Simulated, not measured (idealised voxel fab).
voxel wiring stack: a process module
Square cell edge 5 nm, section width 300 nm, ID cut.
Heads up, the way a cross-section reads in here is a grid of square cells, handed over as bands from the top down, with every band being one or more rows of cells. Top, bottom (nm), then materials left to right with widths (nm); lone material tagged "full width" fills the whole band edge to edge; "air" = empty space. Heights are expressed relative to 0, this being the level below which the as-received wafer comprises one material exclusively. The lowest band is unbounded in the downward direction and is denoted as in "0 -> down". Per-row width for "30->40": begins at first number (top row of band), ends at second number (bottom row), increment between rows held constant. The designation "remained unchanged", where it is given for a processing step, indicates that no cell of the cross-section was altered in the course of that step. "Fully enclosed voids" contains a list of empty spaces, each no smaller than 8 cells and without an open way to the top, written in the form width x height at distance with the distance from the left edge and all three in nm. What comes after the settings on a step's line is commentary from the simulator itself on that step. The optional step-line setting "overlay nm" applies to steps with a mask and quantifies how far to the right of its planned location the mask lay, a negative value indicating leftward placement.
**This section lists the process steps that were planned**
1) RECEIVE,material Si
2) CONFORMAL_DEP,material SiO2,thk nm 15
3) DIRECTIONAL_DEP,material TiN,thk nm 5
4) DIRECTIONAL_DEP,material Ru,thk nm 25
5) PATTERN,tone cover,mask id METAL_1,material resist,width nm 30,pitch nm 45,thk nm 20,overlay nm 0
6) DIRECTIONAL_ETCH,etch materials Ru,depth nm 25
7) DIRECTIONAL_ETCH,etch materials TiN,depth nm 5
8) STRIP,etch materials resist
9) CONFORMAL_DEP,material SiN,thk nm 5
10) FILL_DEP,material lowk,thk nm 10
11) CMP,height nm 45
12) CONFORMAL_DEP,material SiCN,thk nm 5
13) DIRECTIONAL_DEP,material lowk,thk nm 30
14) MASKED_ETCH,tone open,mask id METAL_2_HOLES,width nm 15,pitch nm 45,etch materials lowk,depth nm 30,overlay nm 0
15) MASKED_ETCH,tone open,mask id METAL_2,width nm 30,pitch nm 45,etch materials lowk,depth nm 15,overlay nm 0
16) MASKED_ETCH,tone open,mask id METAL_2,width nm 30,pitch nm 45,etch materials SiCN,depth nm 5,overlay nm 0
17) CONFORMAL_DEP,material TiN,thk nm 5
18) FILL_DEP,material Cu,thk nm 10
19) CMP,height nm 80
20) CONFORMAL_DEP,material SiCN,thk nm 5
21) DIRECTIONAL_DEP,material SiO2,thk nm 30
22) PATTERN,tone open,mask id METAL_3,material resist,width nm 30,pitch nm 45,thk nm 20,overlay nm 0
23) DIRECTIONAL_ETCH,etch materials SiO2,depth nm 15
24) STRIP,etch materials resist
25) MASKED_ETCH,tone open,mask id METAL_3_HOLES,width nm 15,pitch nm 45,etch materials SiO2,depth nm 15,overlay nm 0
26) MASKED_ETCH,tone open,mask id METAL_3_HOLES,width nm 15,pitch nm 45,etch materials SiCN,depth nm 5,overlay nm 0
27) CONFORMAL_DEP,material TiN,thk nm 5
28) FILL_DEP,material Cu,thk nm 10
29) CMP,height nm 115
30) CONFORMAL_DEP,material SiN,thk nm 5
**Incoming wafer, cross-sectional view, post step 1**
* 0 -> down: Si full width
* Fully enclosed voids: none
**As-planned run: cross-section of the first of two wafers at end of module**
* 120 -> 115: SiN full width
* 115 -> 105: SiO2 65, TiN 5, Cu 20, TiN 5, SiO2 15, TiN 5, Cu 20, TiN 5, SiO2 15, TiN 5, Cu 20, TiN 5, SiO2 15, TiN 5, Cu 20, TiN 5, SiO2 70
* 105 -> 100: SiO2 65, TiN 5, Cu 5, TiN 20, SiO2 15, TiN 5, Cu 5, TiN 20, SiO2 15, TiN 5, Cu 5, TiN 20, SiO2 15, TiN 5, Cu 5, TiN 20, SiO2 70
* 100 -> 85: SiO2 65, TiN 5, Cu 5, TiN 5, SiO2 30, TiN 5, Cu 5, TiN 5, SiO2 30, TiN 5, Cu 5, TiN 5, SiO2 30, TiN 5, Cu 5, TiN 5, SiO2 85
* 85 -> 80: SiCN 65, TiN 15, SiCN 30, TiN 15, SiCN 30, TiN 15, SiCN 30, TiN 15, SiCN 85
* 80 -> 70: lowk 65, TiN 5, Cu 20, TiN 5, lowk 15, TiN 5, Cu 20, TiN 5, lowk 15, TiN 5, Cu 20, TiN 5, lowk 15, TiN 5, Cu 20, TiN 5, lowk 70
* 70 -> 65: lowk 65, TiN 5, Cu 5, TiN 20, lowk 15, TiN 5, Cu 5, TiN 20, lowk 15, TiN 5, Cu 5, TiN 20, lowk 15, TiN 5, Cu 5, TiN 20, lowk 70
* 65 -> 50: lowk 65, TiN 5, Cu 5, TiN 5, lowk 30, TiN 5, Cu 5, TiN 5, lowk 30, TiN 5, Cu 5, TiN 5, lowk 30, TiN 5, Cu 5, TiN 5, lowk 85
* 50 -> 45: SiCN 65, TiN 15, SiCN 30, TiN 15, SiCN 30, TiN 15, SiCN 30, TiN 15, SiCN 85
* 45 -> 20: lowk 60, SiN 5, Ru 30, SiN 5, lowk 5, SiN 5, Ru 30, SiN 5, lowk 5, SiN 5, Ru 30, SiN 5, lowk 5, SiN 5, Ru 30, SiN 5, lowk 65
* 20 -> 15: SiN 65, TiN 30, SiN 15, TiN 30, SiN 15, TiN 30, SiN 15, TiN 30, SiN 70
* 15 -> 0: SiO2 full width
* 0 -> down: Si full width
* Fully enclosed voids: none
**Second wafer through the module, sectioned at the end: same beginning and same plan as the first wafer, with one mistake in carrying it out**
* 120 -> 115: SiN full width
* 115 -> 105: Cu full width
* 105 -> 100: TiN 85, Cu 5, TiN 40, Cu 5, TiN 40, Cu 5, TiN 40, Cu 5, TiN 75
* 100 -> 90: SiO2 80, TiN 5, Cu 5, TiN 5, SiO2 30, TiN 5, Cu 5, TiN 5, SiO2 30, TiN 5, Cu 5, TiN 5, SiO2 30, TiN 5, Cu 5, TiN 5, SiO2 70
* 90 -> 85: SiO2 80, TiN 15, SiO2 30, TiN 15, SiO2 30, TiN 15, SiO2 30, TiN 15, SiO2 70
* 85 -> 80: SiCN full width
* 80 -> 70: lowk 65, TiN 5, Cu 20, TiN 5, lowk 15, TiN 5, Cu 20, TiN 5, lowk 15, TiN 5, Cu 20, TiN 5, lowk 15, TiN 5, Cu 20, TiN 5, lowk 70
* 70 -> 65: lowk 65, TiN 5, Cu 5, TiN 20, lowk 15, TiN 5, Cu 5, TiN 20, lowk 15, TiN 5, Cu 5, TiN 20, lowk 15, TiN 5, Cu 5, TiN 20, lowk 70
* 65 -> 50: lowk 65, TiN 5, Cu 5, TiN 5, lowk 30, TiN 5, Cu 5, TiN 5, lowk 30, TiN 5, Cu 5, TiN 5, lowk 30, TiN 5, Cu 5, TiN 5, lowk 85
* 50 -> 45: SiCN 65, TiN 15, SiCN 30, TiN 15, SiCN 30, TiN 15, SiCN 30, TiN 15, SiCN 85
* 45 -> 20: lowk 60, SiN 5, Ru 30, SiN 5, lowk 5, SiN 5, Ru 30, SiN 5, lowk 5, SiN 5, Ru 30, SiN 5, lowk 5, SiN 5, Ru 30, SiN 5, lowk 65
* 20 -> 15: SiN 65, TiN 30, SiN 15, TiN 30, SiN 15, TiN 30, SiN 15, TiN 30, SiN 70
* 15 -> 0: SiO2 full width
* 0 -> down: Si full width
* Fully enclosed voids: none
Misprocessing identified: step 25 was not run as planned; what actually ran was MASKED_ETCH,tone cover,mask id METAL_3_HOLES,width nm 15,pitch nm 45,etch materials SiO2,depth nm 15,overlay nm 0
Materials where the second wafer ends with more or fewer cells than the first: Cu: 84 more, SiCN: 12 more, SiO2: 108 fewer, TiN: 12 more
